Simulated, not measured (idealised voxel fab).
process module | voxel trench capacitor
cross-section cut | 275 nm wide | cells 5 nm
A cross-section is a grid of square cells, given in bands from the top down. A band is one or more rows of cells.
Each band's line starts with the height of the band's top and of its bottom, in nm. Then come its materials from left to right, each with its width in nm. One material with "throughout" fills the band from edge to edge. "air" is empty space.
Height 0 is the level under which the wafer as received is all one material. The lowest band goes on downwards, as in "0 down".
A width such as "30 to 40" changes by the same amount from each row of cells to the next, from the band's top row to its bottom row.
"no change" after a step means that no cell of the cross-section changed.
closed voids: empty space of 8 cells or more with no open way to the top, each as width x height at its distance from the left edge, in nm
after a step's settings: what the simulator itself notes on the step
overlay nm, on a step with a mask: how far to the right of its planned place the mask lay; to the left if negative
plan
1 op RECEIVE | material Si
2 op CONFORMAL_DEP | material SiN | thk nm 10
3 op MASKED_ETCH | tone open | mask id TRENCH | width nm 30 | pitch nm 60 | etch materials SiN | depth nm 10 | overlay nm 0
4 op MASKED_ETCH | tone open | mask id TRENCH | width nm 30 | pitch nm 60 | etch materials Si | depth nm 25 | overlay nm 0
5 op CONFORMAL_DEP | material Al2O3 | thk nm 5
6 op CONFORMAL_DEP | material TiN | thk nm 5
7 op FILL_DEP | material W | thk nm 10
8 op CMP | height nm 10
first wafer, as planned
as received, after step 1
  0 down: Si throughout
  closed voids: none
after step 2
  10 to 0: SiN throughout
  below 0: unchanged
after step 3
  10 to 0: SiN 30 | air 30 | SiN 30 | air 30 | SiN 30 | air 30 | SiN 30 | air 30 | SiN 35
  below 0: unchanged
after step 4
  10 to 0: SiN 30 | air 30 | SiN 30 | air 30 | SiN 30 | air 30 | SiN 30 | air 30 | SiN 35
  0 to -25: Si 30 | air 30 | Si 30 | air 30 | Si 30 | air 30 | Si 30 | air 30 | Si 35
  below -25: unchanged
after step 5
  15 to 10: Al2O3 35 | air 20 | Al2O3 40 | air 20 | Al2O3 40 | air 20 | Al2O3 40 | air 20 | Al2O3 40
  10 to 0: SiN 30 | Al2O3 5 | air 20 | Al2O3 5 | SiN 30 | Al2O3 5 | air 20 | Al2O3 5 | SiN 30 | Al2O3 5 | air 20 | Al2O3 5 | SiN 30 | Al2O3 5 | air 20 | Al2O3 5 | SiN 35
  0 to -20: Si 30 | Al2O3 5 | air 20 | Al2O3 5 | Si 30 | Al2O3 5 | air 20 | Al2O3 5 | Si 30 | Al2O3 5 | air 20 | Al2O3 5 | Si 30 | Al2O3 5 | air 20 | Al2O3 5 | Si 35
  -20 to -25: Si 30 | Al2O3 30 | Si 30 | Al2O3 30 | Si 30 | Al2O3 30 | Si 30 | Al2O3 30 | Si 35
  below -25: unchanged
after step 6
  20 to 15: TiN 40 | air 10 | TiN 50 | air 10 | TiN 50 | air 10 | TiN 50 | air 10 | TiN 45
  15 to 10: Al2O3 35 | TiN 5 | air 10 | TiN 5 | Al2O3 40 | TiN 5 | air 10 | TiN 5 | Al2O3 40 | TiN 5 | air 10 | TiN 5 | Al2O3 40 | TiN 5 | air 10 | TiN 5 | Al2O3 40
  10 to 0: SiN 30 | Al2O3 5 | TiN 5 | air 10 | TiN 5 | Al2O3 5 | SiN 30 | Al2O3 5 | TiN 5 | air 10 | TiN 5 | Al2O3 5 | SiN 30 | Al2O3 5 | TiN 5 | air 10 | TiN 5 | Al2O3 5 | SiN 30 | Al2O3 5 | TiN 5 | air 10 | TiN 5 | Al2O3 5 | SiN 35
  0 to -15: Si 30 | Al2O3 5 | TiN 5 | air 10 | TiN 5 | Al2O3 5 | Si 30 | Al2O3 5 | TiN 5 | air 10 | TiN 5 | Al2O3 5 | Si 30 | Al2O3 5 | TiN 5 | air 10 | TiN 5 | Al2O3 5 | Si 30 | Al2O3 5 | TiN 5 | air 10 | TiN 5 | Al2O3 5 | Si 35
  -15 to -20: Si 30 | Al2O3 5 | TiN 20 | Al2O3 5 | Si 30 | Al2O3 5 | TiN 20 | Al2O3 5 | Si 30 | Al2O3 5 | TiN 20 | Al2O3 5 | Si 30 | Al2O3 5 | TiN 20 | Al2O3 5 | Si 35
  below -20: unchanged
after step 7
  30 to 20: W throughout
  20 to 15: TiN 40 | W 10 | TiN 50 | W 10 | TiN 50 | W 10 | TiN 50 | W 10 | TiN 45
  15 to 10: Al2O3 35 | TiN 5 | W 10 | TiN 5 | Al2O3 40 | TiN 5 | W 10 | TiN 5 | Al2O3 40 | TiN 5 | W 10 | TiN 5 | Al2O3 40 | TiN 5 | W 10 | TiN 5 | Al2O3 40
  10 to 0: SiN 30 | Al2O3 5 | TiN 5 | W 10 | TiN 5 | Al2O3 5 | SiN 30 | Al2O3 5 | TiN 5 | W 10 | TiN 5 | Al2O3 5 | SiN 30 | Al2O3 5 | TiN 5 | W 10 | TiN 5 | Al2O3 5 | SiN 30 | Al2O3 5 | TiN 5 | W 10 | TiN 5 | Al2O3 5 | SiN 35
  0 to -15: Si 30 | Al2O3 5 | TiN 5 | W 10 | TiN 5 | Al2O3 5 | Si 30 | Al2O3 5 | TiN 5 | W 10 | TiN 5 | Al2O3 5 | Si 30 | Al2O3 5 | TiN 5 | W 10 | TiN 5 | Al2O3 5 | Si 30 | Al2O3 5 | TiN 5 | W 10 | TiN 5 | Al2O3 5 | Si 35
  below -15: unchanged
after step 8
  10 to 0: SiN 30 | Al2O3 5 | TiN 5 | W 10 | TiN 5 | Al2O3 5 | SiN 30 | Al2O3 5 | TiN 5 | W 10 | TiN 5 | Al2O3 5 | SiN 30 | Al2O3 5 | TiN 5 | W 10 | TiN 5 | Al2O3 5 | SiN 30 | Al2O3 5 | TiN 5 | W 10 | TiN 5 | Al2O3 5 | SiN 35
  below 0: unchanged
second wafer: like start, like plan, one mistake. Through step 4 it matches the first wafer
when step 5 should have ended
  15 to 10: TiN 35 | air 20 | TiN 40 | air 20 | TiN 40 | air 20 | TiN 40 | air 20 | TiN 40
  10 to 0: SiN 30 | TiN 5 | air 20 | TiN 5 | SiN 30 | TiN 5 | air 20 | TiN 5 | SiN 30 | TiN 5 | air 20 | TiN 5 | SiN 30 | TiN 5 | air 20 | TiN 5 | SiN 35
  0 to -20: Si 30 | TiN 5 | air 20 | TiN 5 | Si 30 | TiN 5 | air 20 | TiN 5 | Si 30 | TiN 5 | air 20 | TiN 5 | Si 30 | TiN 5 | air 20 | TiN 5 | Si 35
  -20 to -25: Si 30 | TiN 30 | Si 30 | TiN 30 | Si 30 | TiN 30 | Si 30 | TiN 30 | Si 35
  below -25: unchanged
when step 6 should have ended
  20 to 15: Al2O3 40 | air 10 | Al2O3 50 | air 10 | Al2O3 50 | air 10 | Al2O3 50 | air 10 | Al2O3 45
  15 to 10: TiN 35 | Al2O3 5 | air 10 | Al2O3 5 | TiN 40 | Al2O3 5 | air 10 | Al2O3 5 | TiN 40 | Al2O3 5 | air 10 | Al2O3 5 | TiN 40 | Al2O3 5 | air 10 | Al2O3 5 | TiN 40
  10 to 0: SiN 30 | TiN 5 | Al2O3 5 | air 10 | Al2O3 5 | TiN 5 | SiN 30 | TiN 5 | Al2O3 5 | air 10 | Al2O3 5 | TiN 5 | SiN 30 | TiN 5 | Al2O3 5 | air 10 | Al2O3 5 | TiN 5 | SiN 30 | TiN 5 | Al2O3 5 | air 10 | Al2O3 5 | TiN 5 | SiN 35
  0 to -15: Si 30 | TiN 5 | Al2O3 5 | air 10 | Al2O3 5 | TiN 5 | Si 30 | TiN 5 | Al2O3 5 | air 10 | Al2O3 5 | TiN 5 | Si 30 | TiN 5 | Al2O3 5 | air 10 | Al2O3 5 | TiN 5 | Si 30 | TiN 5 | Al2O3 5 | air 10 | Al2O3 5 | TiN 5 | Si 35
  -15 to -20: Si 30 | TiN 5 | Al2O3 20 | TiN 5 | Si 30 | TiN 5 | Al2O3 20 | TiN 5 | Si 30 | TiN 5 | Al2O3 20 | TiN 5 | Si 30 | TiN 5 | Al2O3 20 | TiN 5 | Si 35
  below -20: unchanged
when step 7 should have ended
  30 to 20: W throughout
  20 to 15: Al2O3 40 | W 10 | Al2O3 50 | W 10 | Al2O3 50 | W 10 | Al2O3 50 | W 10 | Al2O3 45
  15 to 10: TiN 35 | Al2O3 5 | W 10 | Al2O3 5 | TiN 40 | Al2O3 5 | W 10 | Al2O3 5 | TiN 40 | Al2O3 5 | W 10 | Al2O3 5 | TiN 40 | Al2O3 5 | W 10 | Al2O3 5 | TiN 40
  10 to 0: SiN 30 | TiN 5 | Al2O3 5 | W 10 | Al2O3 5 | TiN 5 | SiN 30 | TiN 5 | Al2O3 5 | W 10 | Al2O3 5 | TiN 5 | SiN 30 | TiN 5 | Al2O3 5 | W 10 | Al2O3 5 | TiN 5 | SiN 30 | TiN 5 | Al2O3 5 | W 10 | Al2O3 5 | TiN 5 | SiN 35
  0 to -15: Si 30 | TiN 5 | Al2O3 5 | W 10 | Al2O3 5 | TiN 5 | Si 30 | TiN 5 | Al2O3 5 | W 10 | Al2O3 5 | TiN 5 | Si 30 | TiN 5 | Al2O3 5 | W 10 | Al2O3 5 | TiN 5 | Si 30 | TiN 5 | Al2O3 5 | W 10 | Al2O3 5 | TiN 5 | Si 35
  below -15: unchanged
when step 8 should have ended
  10 to 0: SiN 30 | TiN 5 | Al2O3 5 | W 10 | Al2O3 5 | TiN 5 | SiN 30 | TiN 5 | Al2O3 5 | W 10 | Al2O3 5 | TiN 5 | SiN 30 | TiN 5 | Al2O3 5 | W 10 | Al2O3 5 | TiN 5 | SiN 30 | TiN 5 | Al2O3 5 | W 10 | Al2O3 5 | TiN 5 | SiN 35
  below 0: unchanged
what went wrong: steps 5 and 6 were swapped
at the end the second wafer has, in cells: 16 fewer of Al2O3 | 16 more of TiN
